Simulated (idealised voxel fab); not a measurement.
Process module under the name voxel double patterning
The cross-section shown here is cut; it is 255 nm wide and divided into square cells measuring 5 nm on a side.
Just so we're on the same page, the cross-sections are grids of square cells, and they're listed out in bands top to bottom, each band one or more rows deep.
This entry defines a band. It first specifies the height of the band's top and the height of its bottom in nm, and then specifies the band's materials from left to right, stating each material with its width in nm. The word "full width" identifies a single material that fills the band from edge to edge, while the word "air" identifies empty space.
Heights are expressed relative to 0, this being the level below which the as-received wafer comprises one material exclusively. The lowest band is unbounded in the downward direction and is denoted as in "z 0 and below".
Width spec "30..40" -> top row of cells at first value, bottom row at second value, equal per-row change in between.
Basically "remained unchanged" means that step didn't change any cell in the cross-section.
Empty spaces counting at least 8 cells and having no open way to the top are listed in "closed voids". The notation width x height at distance is used for each, the distance being from the left edge and all three values in nm.
Post-settings text on a step line: simulator's own remark regarding the step.
On any step carrying a mask, the "overlay nm" setting, if present on the step's line, tells how far right of its planned place the mask lay; negative values point to the left.

Planned process steps
1: RECEIVE [material Si]
2: CONFORMAL_DEP [material SiO2] [thk nm 5]
3: DIRECTIONAL_DEP [material W] [thk nm 15]
4: DIRECTIONAL_DEP [material SiCN] [thk nm 10]
5: DIRECTIONAL_DEP [material aC] [thk nm 15]
6: PATTERN [tone open] [mask id FIRST] [material resist] [width nm 15] [pitch nm 50] [thk nm 30] [overlay nm 0]
7: DIRECTIONAL_ETCH [etch materials aC] [depth nm 15]
8: STRIP [etch materials resist]
9: DIRECTIONAL_ETCH [etch materials SiCN] [depth nm 10]
10: STRIP [etch materials aC]
11: PATTERN [tone open] [mask id SECOND] [material resist] [width nm 15] [thk nm 20] [overlay nm 0]
12: DIRECTIONAL_ETCH [etch materials SiCN] [depth nm 10]
13: STRIP [etch materials resist]
14: DIRECTIONAL_ETCH [etch materials W] [depth nm 15]
15: STRIP [etch materials SiCN]

Cross-sectional view of the wafer in its as-received condition, corresponding to the state after step 1
  z 0 and below = Si full width
  closed voids: none

a wafer at the end: this start, this plan, one mistake
  z 20 to 5 = 95 W, 20 air, 5 W, 15 air, 10 W, 20 air, 90 W
  z 5 to 0 = SiO2 full width
  z 0 and below = Si full width
  closed voids: none
It is concluded that the wafer was processed incorrectly with respect to the plan, in that it should be noted that step 6 was executed with settings other than those planned, the operation and settings actually applied being PATTERN [tone open] [mask id FIRST] [material resist] [width nm 20] [pitch nm 50] [thk nm 30] [overlay nm 0]
